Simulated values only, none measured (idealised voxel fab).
The name of this process module is voxel capacitor over wiring.
The cross-section on display is named cut; it measures 210 nm wide, and its cells are 5 nm squares.
Notation: cross-section as square-cell grid; stated in bands, top first, going down; one or more cell rows per band. Heights first: top, then bottom, in nm. Then materials, left to right, each with a width in nm. "throughout" on a single material: fills the band edge to edge. "blank": empty space. The reference from which all heights are counted is 0, the level beneath which the as-received wafer is entirely one material; the lowest band, having no lower bound, proceeds downward and is written after the example "0 -> down". Per-row width for "30 to 40": begins at first number (top row of band), ends at second number (bottom row), increment between rows held constant. "all unchanged" for a step: no cell of the cross-section changed in that step. The entry "Cavities, sealed" lists the empty spaces that cover at least 8 cells and have no open path to the top. Each is written as width x height at distance, where the distance is measured from the left edge and all three values are in nm. Where a step's line continues beyond its settings, the continuation is a remark by the simulator itself on that step. Steps that use a mask can have "overlay nm" on their line. It says how far the mask sat to the right of where it was meant to be. Negative means to the left.

# plan
1,RECEIVE | material Si
2,CONFORMAL_DEP | material SiO2 | thk nm 15
3,DIRECTIONAL_DEP | material TiN | thk nm 5
4,DIRECTIONAL_DEP | material W | thk nm 25
5,MASKED_ETCH | tone cover | mask id METAL_1 | width nm 20 | pitch nm 80 | etch materials W | depth nm 25 | overlay nm 0
6,MASKED_ETCH | tone cover | mask id METAL_1 | width nm 20 | pitch nm 80 | etch materials TiN | depth nm 5 | overlay nm 0
7,CONFORMAL_DEP | material SiN | thk nm 5
8,FILL_DEP | material lowk | thk nm 5
9,CMP | height nm 45
10,CONFORMAL_DEP | material SiCN | thk nm 5
11,DIRECTIONAL_DEP | material SiO2 | thk nm 10
12,MASKED_ETCH | tone open | mask id PLUG_1 | width nm 15 | etch materials SiO2 | depth nm 10 | overlay nm 0
13,MASKED_ETCH | tone open | mask id PLUG_1 | width nm 15 | etch materials SiCN | depth nm 5 | overlay nm 0
14,CONFORMAL_DEP | material TiN | thk nm 5
15,FILL_DEP | material Cu | thk nm 5
16,CMP | height nm 60
17,DIRECTIONAL_DEP | material TiN | thk nm 5
18,DIRECTIONAL_DEP | material Al2O3 | thk nm 5
19,DIRECTIONAL_DEP | material TiN | thk nm 10
20,DIRECTIONAL_DEP | material aC | thk nm 10
21,PATTERN | tone cover | mask id UPPER_PLATE | material resist | width nm 65 | thk nm 25 | overlay nm 0
22,DIRECTIONAL_ETCH | etch materials aC | depth nm 10
23,STRIP | etch materials resist
24,DIRECTIONAL_ETCH | etch materials TiN | depth nm 10
25,DIRECTIONAL_ETCH | etch materials Al2O3 | depth nm 5
26,STRIP | etch materials aC
27,DIRECTIONAL_DEP | material aC | thk nm 10
28,PATTERN | tone cover | mask id LOWER_PLATE | material resist | width nm 75 | thk nm 30 | overlay nm 0
29,DIRECTIONAL_ETCH | etch materials aC | depth nm 10
30,STRIP | etch materials resist
31,DIRECTIONAL_ETCH | etch materials TiN | depth nm 5
32,STRIP | etch materials aC
33,FILL_DEP | material SiO2 | thk nm 20
34,CMP | height nm 95
35,MASKED_ETCH | tone open | mask id PLUG_2 | width nm 15 | etch materials SiO2 | depth nm 15 | overlay nm 0
36,CONFORMAL_DEP | material TiN | thk nm 5
37,FILL_DEP | material Ru | thk nm 5
38,CMP | height nm 95
39,CONFORMAL_DEP | material SiCN | thk nm 5

# Cross-sectional view of the wafer in its as-received condition, corresponding to the state after step 1
- 0 -> down: Si throughout
- Cavities, sealed: none

# Starting structure and process plan are as shown above, but one mistake was made in running the module; the wafer cross-section at the end of the module follows
- 100 -> 95: SiCN throughout
- 95 -> 85: 70 SiO2 / 5 TiN / 5 Ru / 5 TiN / 125 SiO2
- 85 -> 80: 70 SiO2 / 15 TiN / 125 SiO2
- 80 -> 70: 60 SiO2 / 65 TiN / 85 SiO2
- 70 -> 65: 60 SiO2 / 65 Al2O3 / 85 SiO2
- 65 -> 60: 55 SiO2 / 75 TiN / 80 SiO2
- 60 -> 55: 55 Cu / 5 TiN / 15 SiO2 / 5 TiN / 130 Cu
- 55 -> 50: 60 TiN / 15 SiO2 / 135 TiN
- 50 -> 45: SiCN throughout
- 45 -> 20: 50 lowk / 5 SiN / 20 W / 5 SiN / 50 lowk / 5 SiN / 20 W / 5 SiN / 50 lowk
- 20 -> 15: 55 SiN / 20 TiN / 60 SiN / 20 TiN / 55 SiN
- 15 -> 0: SiO2 throughout
- 0 -> down: Si throughout
- Cavities, sealed: none
The plan and the run diverged here: step 12 did not use the planned setting and instead ran as MASKED_ETCH | tone cover | mask id PLUG_1 | width nm 15 | etch materials SiO2 | depth nm 10 | overlay nm 0
